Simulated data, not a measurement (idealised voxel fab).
process module | voxel transistor to metal
cross-section cut | 185 nm wide | cells 5 nm
A cross-section is a grid of square cells, given in bands from the top down. A band is one or more rows of cells.
Each band's line starts with the height of the band's top and of its bottom, in nm. Then come its materials from left to right, each with its width in nm. One material with "throughout" fills the band from edge to edge. "air" is empty space.
Height 0 is the level under which the wafer as received is all one material. The lowest band goes on downwards, as in "0 down".
A width such as "30 to 40" changes by the same amount from each row of cells to the next, from the band's top row to its bottom row.
"no change" after a step means that no cell of the cross-section changed.
closed voids: empty space of 8 cells or more with no open way to the top, each as width x height at its distance from the left edge, in nm
after a step's settings: what the simulator itself notes on the step
overlay nm, on a step with a mask: how far to the right of its planned place the mask lay; to the left if negative
plan
1 op RECEIVE | material Si
2 op CONFORMAL_DEP | material SiO2 | thk nm 5
3 op CONFORMAL_DEP | material SiN | thk nm 10
4 op MASKED_ETCH | tone cover | mask id ACTIVE | width nm 120 | etch materials SiN | depth nm 10 | overlay nm 0
5 op MASKED_ETCH | tone cover | mask id ACTIVE | width nm 120 | etch materials SiO2 | depth nm 5 | overlay nm 0
6 op MASKED_ETCH | tone cover | mask id ACTIVE | width nm 120 | etch materials Si | depth nm 20 | overlay nm 0
7 op OXIDIZE | depth nm 5
8 op FILL_DEP | material SiO2 | thk nm 5
9 op CMP | height nm 15
10 op SELECTIVE_ETCH | etch materials SiO2 | depth nm 10
11 op STRIP | etch materials SiN
12 op SELECTIVE_ETCH | etch materials SiO2 | depth nm 5
13 op OXIDIZE | depth nm 5
14 op DIRECTIONAL_DEP | material polySi | thk nm 25
15 op DIRECTIONAL_DEP | material SiCN | thk nm 10
16 op MASKED_ETCH | tone cover | mask id GATE | width nm 30 | etch materials SiCN | depth nm 20 | overlay nm 0
17 op MASKED_ETCH | tone cover | mask id GATE | width nm 30 | etch materials polySi | depth nm 35 | overlay nm 0
18 op CONFORMAL_DEP | material SiO2 | thk nm 5
19 op DIRECTIONAL_ETCH | etch materials SiO2 | depth nm 5
20 op CONFORMAL_DEP | material SiN | thk nm 5
21 op DIRECTIONAL_ETCH | etch materials SiN | depth nm 5
22 op DIRECTIONAL_ETCH | etch materials SiO2 | depth nm 5
23 op DIRECTIONAL_ETCH | etch materials Si | depth nm 15
24 op EPI | material SiGe | thk nm 20
25 op FILL_DEP | material SiO2 | thk nm 10
26 op CMP | height nm 25
27 op STRIP | etch materials polySi
28 op SELECTIVE_ETCH | etch materials SiO2 | depth nm 5
29 op CONFORMAL_DEP | material HfO2 | thk nm 5
30 op CONFORMAL_DEP | material TiN | thk nm 5
31 op FILL_DEP | material W | thk nm 10
32 op CMP | height nm 20
33 op DIRECTIONAL_DEP | material SiO2 | thk nm 10
34 op DIRECTIONAL_DEP | material aC | thk nm 10
35 op PATTERN | tone open | mask id CONTACT | material resist | width nm 20 | pitch nm 90 | thk nm 25 | overlay nm 0
36 op DIRECTIONAL_ETCH | etch materials aC | depth nm 10
37 op STRIP | etch materials resist
38 op DIRECTIONAL_ETCH | etch materials SiO2 | depth nm 30
39 op STRIP | etch materials aC
40 op CONFORMAL_DEP | material TiN | thk nm 5
41 op FILL_DEP | material Ru | thk nm 5
42 op CMP | height nm 30
43 op CONFORMAL_DEP | material SiCN | thk nm 5
44 op DIRECTIONAL_DEP | material lowk | thk nm 25
45 op DIRECTIONAL_DEP | material aC | thk nm 15
46 op PATTERN | tone open | mask id METAL_1 | material resist | width nm 20 | pitch nm 90 | thk nm 35 | overlay nm 0
47 op DIRECTIONAL_ETCH | etch materials aC | depth nm 15
48 op STRIP | etch materials resist
49 op DIRECTIONAL_ETCH | etch materials lowk | depth nm 25
50 op DIRECTIONAL_ETCH | etch materials SiCN | depth nm 5
51 op STRIP | etch materials aC
52 op CONFORMAL_DEP | material TiN | thk nm 5
53 op FILL_DEP | material Ru | thk nm 5
54 op CMP | height nm 60
55 op CONFORMAL_DEP | material SiCN | thk nm 5
first wafer, as planned
as received, after step 1
  0 down: Si throughout
  closed voids: none
after step 2
  5 to 0: SiO2 throughout
  below 0: unchanged
after step 3
  15 to 5: SiN throughout
  below 5: unchanged
after step 4
  15 to 5: air 30 | SiN 120 | air 35
  below 5: unchanged
after step 5
  15 to 5: air 30 | SiN 120 | air 35
  5 to 0: air 30 | SiO2 120 | air 35
  below 0: unchanged
after step 6
  15 to 5: air 30 | SiN 120 | air 35
  5 to 0: air 30 | SiO2 120 | air 35
  0 to -20: air 30 | Si 120 | air 35
  below -20: unchanged
after step 7
  15 to 5: air 30 | SiN 120 | air 35
  5 to 0: air 30 | SiO2 120 | air 35
  0 to -20: air 30 | SiO2 5 | Si 110 | SiO2 5 | air 35
  -20 to -25: SiO2 35 | Si 110 | SiO2 40
  below -25: unchanged
after step 8
  20 to 15: SiO2 throughout
  15 to 5: SiO2 30 | SiN 120 | SiO2 35
  5 to 0: SiO2 throughout
  0 to -25: SiO2 35 | Si 110 | SiO2 40
  below -25: unchanged
after step 9
  15 to 5: SiO2 30 | SiN 120 | SiO2 35
  below 5: unchanged
after step 10
  15 to 5: air 30 | SiN 120 | air 35
  below 5: unchanged
after step 11
  5 to 0: SiO2 throughout
  below 0: unchanged
after step 12
  0 to -25: SiO2 35 | Si 110 | SiO2 40
  below -25: unchanged
after step 13
  0 to -5: SiO2 throughout
  below -5: unchanged
after step 14
  25 to 0: polySi throughout
  below 0: unchanged
after step 15
  35 to 25: SiCN throughout
  below 25: unchanged
after step 16
  35 to 25: air 75 | SiCN 30 | air 80
  below 25: unchanged
after step 17
  35 to 25: air 75 | SiCN 30 | air 80
  25 to 0: air 75 | polySi 30 | air 80
  below 0: unchanged
after step 18
  40 to 35: air 70 | SiO2 40 | air 75
  35 to 25: air 70 | SiO2 5 | SiCN 30 | SiO2 5 | air 75
  25 to 5: air 70 | SiO2 5 | polySi 30 | SiO2 5 | air 75
  5 to 0: SiO2 75 | polySi 30 | SiO2 80
  below 0: unchanged
after step 19
  35 to 25: air 70 | SiO2 5 | SiCN 30 | SiO2 5 | air 75
  25 to 0: air 70 | SiO2 5 | polySi 30 | SiO2 5 | air 75
  below 0: unchanged
after step 20
  40 to 35: air 65 | SiN 50 | air 70
  35 to 25: air 65 | SiN 5 | SiO2 5 | SiCN 30 | SiO2 5 | SiN 5 | air 70
  25 to 5: air 65 | SiN 5 | SiO2 5 | polySi 30 | SiO2 5 | SiN 5 | air 70
  5 to 0: SiN 70 | SiO2 5 | polySi 30 | SiO2 5 | SiN 75
  below 0: unchanged
after step 21
  35 to 25: air 65 | SiN 5 | SiO2 5 | SiCN 30 | SiO2 5 | SiN 5 | air 70
  25 to 0: air 65 | SiN 5 | SiO2 5 | polySi 30 | SiO2 5 | SiN 5 | air 70
  below 0: unchanged
after step 22
  35 to 30: air 65 | SiN 5 | air 5 | SiCN 30 | air 5 | SiN 5 | air 70
  30 to 25: air 65 | SiN 5 | SiO2 5 | SiCN 30 | SiO2 5 | SiN 5 | air 70
  25 to 0: air 65 | SiN 5 | SiO2 5 | polySi 30 | SiO2 5 | SiN 5 | air 70
  0 to -5: air 65 | SiO2 50 | air 70
  below -5: unchanged
after step 23
  35 to 30: air 65 | SiN 5 | air 5 | SiCN 30 | air 5 | SiN 5 | air 70
  30 to 25: air 65 | SiN 5 | SiO2 5 | SiCN 30 | SiO2 5 | SiN 5 | air 70
  25 to 0: air 65 | SiN 5 | SiO2 5 | polySi 30 | SiO2 5 | SiN 5 | air 70
  0 to -5: air 65 | SiO2 50 | air 70
  -5 to -20: SiO2 35 | air 30 | Si 50 | air 30 | SiO2 40
  below -20: unchanged
after step 24
  35 to 30: air 65 | SiN 5 | air 5 | SiCN 30 | air 5 | SiN 5 | air 70
  30 to 25: air 65 | SiN 5 | SiO2 5 | SiCN 30 | SiO2 5 | SiN 5 | air 70
  25 to 15: air 65 | SiN 5 | SiO2 5 | polySi 30 | SiO2 5 | SiN 5 | air 70
  15 to 0: air 45 | SiGe 20 | SiN 5 | SiO2 5 | polySi 30 | SiO2 5 | SiN 5 | SiGe 20 | air 50
  0 to -5: air 30 | SiGe 35 | SiO2 50 | SiGe 35 | air 35
  -5 to -20: SiO2 35 | SiGe 30 | Si 50 | SiGe 30 | SiO2 40
  below -20: unchanged
after step 25
  45 to 35: SiO2 throughout
  35 to 25: SiO2 65 | SiN 5 | SiO2 5 | SiCN 30 | SiO2 5 | SiN 5 | SiO2 70
  25 to 15: SiO2 65 | SiN 5 | SiO2 5 | polySi 30 | SiO2 5 | SiN 5 | SiO2 70
  15 to 0: SiO2 45 | SiGe 20 | SiN 5 | SiO2 5 | polySi 30 | SiO2 5 | SiN 5 | SiGe 20 | SiO2 50
  0 to -5: SiO2 30 | SiGe 35 | SiO2 50 | SiGe 35 | SiO2 35
  below -5: unchanged
after step 26
  25 to 15: SiO2 65 | SiN 5 | SiO2 5 | polySi 30 | SiO2 5 | SiN 5 | SiO2 70
  below 15: unchanged
after step 27
  25 to 15: SiO2 65 | SiN 5 | SiO2 5 | air 30 | SiO2 5 | SiN 5 | SiO2 70
  15 to 0: SiO2 45 | SiGe 20 | SiN 5 | SiO2 5 | air 30 | SiO2 5 | SiN 5 | SiGe 20 | SiO2 50
  below 0: unchanged
after step 28
  25 to 20: air 65 | SiN 5 | air 40 | SiN 5 | air 70
  20 to 15: SiO2 65 | SiN 5 | air 40 | SiN 5 | SiO2 70
  15 to 0: SiO2 45 | SiGe 20 | SiN 5 | air 40 | SiN 5 | SiGe 20 | SiO2 50
  0 to -5: SiO2 30 | SiGe 35 | SiO2 5 | air 40 | SiO2 5 | SiGe 35 | SiO2 35
  below -5: unchanged
after step 29
  30 to 25: air 60 | HfO2 15 | air 30 | HfO2 15 | air 65
  25 to 20: HfO2 65 | SiN 5 | HfO2 5 | air 30 | HfO2 5 | SiN 5 | HfO2 70
  20 to 15: SiO2 65 | SiN 5 | HfO2 5 | air 30 | HfO2 5 | SiN 5 | SiO2 70
  15 to 0: SiO2 45 | SiGe 20 | SiN 5 | HfO2 5 | air 30 | HfO2 5 | SiN 5 | SiGe 20 | SiO2 50
  0 to -5: SiO2 30 | SiGe 35 | SiO2 5 | HfO2 40 | SiO2 5 | SiGe 35 | SiO2 35
  below -5: unchanged
after step 30
  35 to 30: air 55 | TiN 25 | air 20 | TiN 25 | air 60
  30 to 25: TiN 60 | HfO2 15 | TiN 5 | air 20 | TiN 5 | HfO2 15 | TiN 65
  25 to 20: HfO2 65 | SiN 5 | HfO2 5 | TiN 5 | air 20 | TiN 5 | HfO2 5 | SiN 5 | HfO2 70
  20 to 15: SiO2 65 | SiN 5 | HfO2 5 | TiN 5 | air 20 | TiN 5 | HfO2 5 | SiN 5 | SiO2 70
  15 to 5: SiO2 45 | SiGe 20 | SiN 5 | HfO2 5 | TiN 5 | air 20 | TiN 5 | HfO2 5 | SiN 5 | SiGe 20 | SiO2 50
  5 to 0: SiO2 45 | SiGe 20 | SiN 5 | HfO2 5 | TiN 30 | HfO2 5 | SiN 5 | SiGe 20 | SiO2 50
  below 0: unchanged
after step 31
  45 to 35: W throughout
  35 to 30: W 55 | TiN 25 | W 20 | TiN 25 | W 60
  30 to 25: TiN 60 | HfO2 15 | TiN 5 | W 20 | TiN 5 | HfO2 15 | TiN 65
  25 to 20: HfO2 65 | SiN 5 | HfO2 5 | TiN 5 | W 20 | TiN 5 | HfO2 5 | SiN 5 | HfO2 70
  20 to 15: SiO2 65 | SiN 5 | HfO2 5 | TiN 5 | W 20 | TiN 5 | HfO2 5 | SiN 5 | SiO2 70
  15 to 5: SiO2 45 | SiGe 20 | SiN 5 | HfO2 5 | TiN 5 | W 20 | TiN 5 | HfO2 5 | SiN 5 | SiGe 20 | SiO2 50
  below 5: unchanged
after step 32
  20 to 15: SiO2 65 | SiN 5 | HfO2 5 | TiN 5 | W 20 | TiN 5 | HfO2 5 | SiN 5 | SiO2 70
  below 15: unchanged
after step 33
  30 to 20: SiO2 throughout
  below 20: unchanged
after step 34
  40 to 30: aC throughout
  below 30: unchanged
after step 35
  65 to 40: resist 35 | air 20 | resist 70 | air 20 | resist 40
  below 40: unchanged
after step 36
  55 to 40: resist 35 | air 20 | resist 70 | air 20 | resist 40
  40 to 30: aC 35 | air 20 | aC 70 | air 20 | aC 40
  below 30: unchanged
after step 37
  40 to 30: aC 35 | air 20 | aC 70 | air 20 | aC 40
  below 30: unchanged
after step 38
  40 to 30: aC 35 | air 20 | aC 70 | air 20 | aC 40
  30 to 20: SiO2 35 | air 20 | SiO2 70 | air 20 | SiO2 40
  20 to 15: SiO2 35 | air 20 | SiO2 10 | SiN 5 | HfO2 5 | TiN 5 | W 20 | TiN 5 | HfO2 5 | SiN 5 | SiO2 10 | air 20 | SiO2 40
  15 to 5: SiO2 35 | air 10 | SiGe 20 | SiN 5 | HfO2 5 | TiN 5 | W 20 | TiN 5 | HfO2 5 | SiN 5 | SiGe 20 | air 10 | SiO2 40
  5 to 0: SiO2 35 | air 10 | SiGe 20 | SiN 5 | HfO2 5 | TiN 30 | HfO2 5 | SiN 5 | SiGe 20 | air 10 | SiO2 40
  below 0: unchanged
after step 39
  30 to 20: SiO2 35 | air 20 | SiO2 70 | air 20 | SiO2 40
  below 20: unchanged
after step 40
  35 to 30: TiN 40 | air 10 | TiN 80 | air 10 | TiN 45
  30 to 20: SiO2 35 | TiN 5 | air 10 | TiN 5 | SiO2 70 | TiN 5 | air 10 | TiN 5 | SiO2 40
  20 to 15: SiO2 35 | TiN 20 | SiO2 10 | SiN 5 | HfO2 5 | TiN 5 | W 20 | TiN 5 | HfO2 5 | SiN 5 | SiO2 10 | TiN 20 | SiO2 40
  15 to 5: SiO2 35 | TiN 10 | SiGe 20 | SiN 5 | HfO2 5 | TiN 5 | W 20 | TiN 5 | HfO2 5 | SiN 5 | SiGe 20 | TiN 10 | SiO2 40
  5 to 0: SiO2 35 | TiN 10 | SiGe 20 | SiN 5 | HfO2 5 | TiN 30 | HfO2 5 | SiN 5 | SiGe 20 | TiN 10 | SiO2 40
  below 0: unchanged
after step 41
  40 to 35: Ru throughout
  35 to 30: TiN 40 | Ru 10 | TiN 80 | Ru 10 | TiN 45
  30 to 20: SiO2 35 | TiN 5 | Ru 10 | TiN 5 | SiO2 70 | TiN 5 | Ru 10 | TiN 5 | SiO2 40
  below 20: unchanged
after step 42
  30 to 20: SiO2 35 | TiN 5 | Ru 10 | TiN 5 | SiO2 70 | TiN 5 | Ru 10 | TiN 5 | SiO2 40
  below 20: unchanged
after step 43
  35 to 30: SiCN throughout
  below 30: unchanged
after step 44
  60 to 35: lowk throughout
  below 35: unchanged
after step 45
  75 to 60: aC throughout
  below 60: unchanged
after step 46
  110 to 75: resist 35 | air 20 | resist 70 | air 20 | resist 40
  below 75: unchanged
after step 47
  95 to 75: resist 35 | air 20 | resist 70 | air 20 | resist 40
  75 to 60: aC 35 | air 20 | aC 70 | air 20 | aC 40
  below 60: unchanged
after step 48
  75 to 60: aC 35 | air 20 | aC 70 | air 20 | aC 40
  below 60: unchanged
after step 49
  75 to 60: aC 35 | air 20 | aC 70 | air 20 | aC 40
  60 to 35: lowk 35 | air 20 | lowk 70 | air 20 | lowk 40
  below 35: unchanged
after step 50
  75 to 60: aC 35 | air 20 | aC 70 | air 20 | aC 40
  60 to 35: lowk 35 | air 20 | lowk 70 | air 20 | lowk 40
  35 to 30: SiCN 35 | air 20 | SiCN 70 | air 20 | SiCN 40
  below 30: unchanged
after step 51
  60 to 35: lowk 35 | air 20 | lowk 70 | air 20 | lowk 40
  below 35: unchanged
after step 52
  65 to 60: TiN 40 | air 10 | TiN 80 | air 10 | TiN 45
  60 to 35: lowk 35 | TiN 5 | air 10 | TiN 5 | lowk 70 | TiN 5 | air 10 | TiN 5 | lowk 40
  35 to 30: SiCN 35 | TiN 20 | SiCN 70 | TiN 20 | SiCN 40
  below 30: unchanged
after step 53
  70 to 65: Ru throughout
  65 to 60: TiN 40 | Ru 10 | TiN 80 | Ru 10 | TiN 45
  60 to 35: lowk 35 | TiN 5 | Ru 10 | TiN 5 | lowk 70 | TiN 5 | Ru 10 | TiN 5 | lowk 40
  below 35: unchanged
after step 54
  60 to 35: lowk 35 | TiN 5 | Ru 10 | TiN 5 | lowk 70 | TiN 5 | Ru 10 | TiN 5 | lowk 40
  below 35: unchanged
after step 55
  65 to 60: SiCN throughout
  below 60: unchanged
second wafer: like start, like plan, one mistake. Through step 45 it matches the first wafer
when step 46 should have ended
  110 to 75: resist 30 | air 30 | resist 60 | air 30 | resist 35
  below 75: unchanged
when step 47 should have ended
  95 to 75: resist 30 | air 30 | resist 60 | air 30 | resist 35
  75 to 60: aC 30 | air 30 | aC 60 | air 30 | aC 35
  below 60: unchanged
when step 48 should have ended
  75 to 60: aC 30 | air 30 | aC 60 | air 30 | aC 35
  below 60: unchanged
when step 49 should have ended
  75 to 60: aC 30 | air 30 | aC 60 | air 30 | aC 35
  60 to 35: lowk 30 | air 30 | lowk 60 | air 30 | lowk 35
  below 35: unchanged
when step 50 should have ended
  75 to 60: aC 30 | air 30 | aC 60 | air 30 | aC 35
  60 to 35: lowk 30 | air 30 | lowk 60 | air 30 | lowk 35
  35 to 30: SiCN 30 | air 30 | SiCN 60 | air 30 | SiCN 35
  below 30: unchanged
when step 51 should have ended
  60 to 35: lowk 30 | air 30 | lowk 60 | air 30 | lowk 35
  below 35: unchanged
when step 52 should have ended
  65 to 60: TiN 35 | air 20 | TiN 70 | air 20 | TiN 40
  60 to 35: lowk 30 | TiN 5 | air 20 | TiN 5 | lowk 60 | TiN 5 | air 20 | TiN 5 | lowk 35
  35 to 30: SiCN 30 | TiN 30 | SiCN 60 | TiN 30 | SiCN 35
  below 30: unchanged
when step 53 should have ended
  70 to 65: Ru throughout
  65 to 60: TiN 35 | Ru 20 | TiN 70 | Ru 20 | TiN 40
  60 to 35: lowk 30 | TiN 5 | Ru 20 | TiN 5 | lowk 60 | TiN 5 | Ru 20 | TiN 5 | lowk 35
  below 35: unchanged
when step 54 should have ended
  60 to 35: lowk 30 | TiN 5 | Ru 20 | TiN 5 | lowk 60 | TiN 5 | Ru 20 | TiN 5 | lowk 35
  below 35: unchanged
when step 55 should have ended
  65 to 60: SiCN throughout
  below 60: unchanged
what went wrong: step 46 ran as: op PATTERN | tone open | mask id METAL_1 | material resist | width nm 30 | pitch nm 90 | thk nm 35 | overlay nm 0
at the end the second wafer has, in cells: 20 more of Ru | 4 fewer of SiCN | 4 more of TiN | 20 fewer of lowk
